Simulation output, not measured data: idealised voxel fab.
voxel air gaps: a process module
Section shown: cut. Width: 265 nm. Cell size: 5 nm, square.
This document writes a cross-section as a grid whose cells are square, and gives it as bands, listed from the top down; one or more rows of cells form a band. Top, bottom (nm), then materials left to right with widths (nm); lone material tagged "full width" fills the whole band edge to edge; "blank" = empty space. Beneath 0, the wafer as received is one material, and that level is where height counting begins. The lowest band goes on downward without a bottom; it is written like "z 0 and below". Think of "30->40" as a width that walks from the first number to the second as you go down the band, top row to bottom row, taking equal-sized steps from row to row. Step marked "all unchanged"? Then no cell in the cross-section changed in it. Enclosed voids (no open way to top), threshold 8 cells or more, entry "Completely enclosed voids", notation width x height at distance, distance from left edge, nm. Whatever follows a step's settings on its line is a remark the simulator itself makes about that step. Among the settings permitted on a step's line is "overlay nm"; applied to a step with a mask, it specifies the extent to which the mask lay to the right of its planned position, whereas a negative figure signifies a position to the left.

List of planned process steps
1,RECEIVE, material Si
2,CONFORMAL_DEP, material SiO2, thk nm 10
3,CONFORMAL_DEP, material SiCN, thk nm 5
4,DIRECTIONAL_DEP, material lowk, thk nm 40
5,PATTERN, tone open, mask id LINES, material resist, width nm 20, pitch nm 45, thk nm 15, overlay nm 0
6,DIRECTIONAL_ETCH, etch materials lowk, depth nm 40
7,STRIP, etch materials resist
8,CONFORMAL_DEP, material TiN, thk nm 5
9,FILL_DEP, material W, thk nm 5
10,CMP, height nm 55
11,EPI, material Ru, thk nm 10
12,SELECTIVE_ETCH, etch materials lowk, depth nm 50
13,CONFORMAL_DEP, material SiCN, thk nm 5

First wafer of two (run as planned)

Cross-section, incoming material, after step 1
	z 0 and below | Si full width
	Completely enclosed voids: none

Take a look at the wafer's cross-section after step 2
	z 10 to 0 | SiO2 full width
	Below 0, no change.

Take a look at the wafer's cross-section after step 3
	z 15 to 10 | SiCN full width
	Below 10, no change.

Take a look at the wafer's cross-section after step 4
	z 55 to 15 | lowk full width
	Below 15, no change.

Take a look at the wafer's cross-section after step 5
	z 70 to 55 | 55 nm resist / 20 nm blank / 25 nm resist / 20 nm blank / 25 nm resist / 20 nm blank / 25 nm resist / 20 nm blank / 55 nm resist
	Below 55, no change.

Take a look at the wafer's cross-section after step 6
	z 70 to 55 | 55 nm resist / 20 nm blank / 25 nm resist / 20 nm blank / 25 nm resist / 20 nm blank / 25 nm resist / 20 nm blank / 55 nm resist
	z 55 to 15 | 55 nm lowk / 20 nm blank / 25 nm lowk / 20 nm blank / 25 nm lowk / 20 nm blank / 25 nm lowk / 20 nm blank / 55 nm lowk
	Below 15, no change.

Take a look at the wafer's cross-section after step 7
	z 55 to 15 | 55 nm lowk / 20 nm blank / 25 nm lowk / 20 nm blank / 25 nm lowk / 20 nm blank / 25 nm lowk / 20 nm blank / 55 nm lowk
	Below 15, no change.

Take a look at the wafer's cross-section after step 8
	z 60 to 55 | 60 nm TiN / 10 nm blank / 35 nm TiN / 10 nm blank / 35 nm TiN / 10 nm blank / 35 nm TiN / 10 nm blank / 60 nm TiN
	z 55 to 20 | 55 nm lowk / 5 nm TiN / 10 nm blank / 5 nm TiN / 25 nm lowk / 5 nm TiN / 10 nm blank / 5 nm TiN / 25 nm lowk / 5 nm TiN / 10 nm blank / 5 nm TiN / 25 nm lowk / 5 nm TiN / 10 nm blank / 5 nm TiN / 55 nm lowk
	z 20 to 15 | 55 nm lowk / 20 nm TiN / 25 nm lowk / 20 nm TiN / 25 nm lowk / 20 nm TiN / 25 nm lowk / 20 nm TiN / 55 nm lowk
	Below 15, no change.

Take a look at the wafer's cross-section after step 9
	z 65 to 60 | W full width
	z 60 to 55 | 60 nm TiN / 10 nm W / 35 nm TiN / 10 nm W / 35 nm TiN / 10 nm W / 35 nm TiN / 10 nm W / 60 nm TiN
	z 55 to 20 | 55 nm lowk / 5 nm TiN / 10 nm W / 5 nm TiN / 25 nm lowk / 5 nm TiN / 10 nm W / 5 nm TiN / 25 nm lowk / 5 nm TiN / 10 nm W / 5 nm TiN / 25 nm lowk / 5 nm TiN / 10 nm W / 5 nm TiN / 55 nm lowk
	Below 20, no change.

Take a look at the wafer's cross-section after step 10
	z 55 to 20 | 55 nm lowk / 5 nm TiN / 10 nm W / 5 nm TiN / 25 nm lowk / 5 nm TiN / 10 nm W / 5 nm TiN / 25 nm lowk / 5 nm TiN / 10 nm W / 5 nm TiN / 25 nm lowk / 5 nm TiN / 10 nm W / 5 nm TiN / 55 nm lowk
	Below 20, no change.

Take a look at the wafer's cross-section after step 11
	z 65 to 55 | 45 nm blank / 40 nm Ru / 5 nm blank / 40 nm Ru / 5 nm blank / 40 nm Ru / 5 nm blank / 40 nm Ru / 45 nm blank
	Below 55, no change.

Take a look at the wafer's cross-section after step 12
	z 65 to 55 | 45 nm blank / 40 nm Ru / 5 nm blank / 40 nm Ru / 5 nm blank / 40 nm Ru / 5 nm blank / 40 nm Ru / 45 nm blank
	z 55 to 20 | 55 nm blank / 5 nm TiN / 10 nm W / 5 nm TiN / 25 nm blank / 5 nm TiN / 10 nm W / 5 nm TiN / 25 nm blank / 5 nm TiN / 10 nm W / 5 nm TiN / 25 nm blank / 5 nm TiN / 10 nm W / 5 nm TiN / 55 nm blank
	z 20 to 15 | 55 nm blank / 20 nm TiN / 25 nm blank / 20 nm TiN / 25 nm blank / 20 nm TiN / 25 nm blank / 20 nm TiN / 55 nm blank
	Below 15, no change.

Take a look at the wafer's cross-section after step 13
	z 70 to 65 | 40 nm blank / 185 nm SiCN / 40 nm blank
	z 65 to 55 | 40 nm blank / 5 nm SiCN / 40 nm Ru / 5 nm SiCN / 40 nm Ru / 5 nm SiCN / 40 nm Ru / 5 nm SiCN / 40 nm Ru / 5 nm SiCN / 40 nm blank
	z 55 to 50 | 40 nm blank / 15 nm SiCN / 5 nm TiN / 10 nm W / 5 nm TiN / 25 nm SiCN / 5 nm TiN / 10 nm W / 5 nm TiN / 25 nm SiCN / 5 nm TiN / 10 nm W / 5 nm TiN / 25 nm SiCN / 5 nm TiN / 10 nm W / 5 nm TiN / 15 nm SiCN / 40 nm blank
	z 50 to 20 | 50 nm blank / 5 nm SiCN / 5 nm TiN / 10 nm W / 5 nm TiN / 5 nm SiCN / 15 nm blank / 5 nm SiCN / 5 nm TiN / 10 nm W / 5 nm TiN / 5 nm SiCN / 15 nm blank / 5 nm SiCN / 5 nm TiN / 10 nm W / 5 nm TiN / 5 nm SiCN / 15 nm blank / 5 nm SiCN / 5 nm TiN / 10 nm W / 5 nm TiN / 5 nm SiCN / 50 nm blank
	z 20 to 15 | 55 nm SiCN / 20 nm TiN / 25 nm SiCN / 20 nm TiN / 25 nm SiCN / 20 nm TiN / 25 nm SiCN / 20 nm TiN / 55 nm SiCN
	Below 15, no change.
	Completely enclosed voids: 15 x 30 at 80; 15 x 30 at 125; 15 x 30 at 170

Second Wafer (Identical Start and Plan, One Processing Error; Matches First Wafer Through Step 9)

Look at the second wafer in cross-section at the time step 10 ought to have finished
	z 60 to 55 | 60 nm TiN / 10 nm W / 35 nm TiN / 10 nm W / 35 nm TiN / 10 nm W / 35 nm TiN / 10 nm W / 60 nm TiN
	Below 55, no change.

Look at the second wafer in cross-section at the time step 11 ought to have finished
	z 70 to 60 | Ru full width
	Below 60, no change.

Look at the second wafer in cross-section at the time step 12 ought to have finished: all unchanged

Look at the second wafer in cross-section at the time step 13 ought to have finished
	z 75 to 70 | SiCN full width
	Below 70, no change.
It is concluded that the wafer was processed incorrectly with respect to the plan, in that the process deviated at step 10: the operation and settings actually run there were CMP, height nm 60
In the final state, the cell counts of the second wafer exceed or fall short of those of the first for the following materials: +42 Ru; -100 SiCN; +45 TiN; +8 W; +296 lowk
The second wafer ends with 0 closed voids, and the first wafer ends with 3.
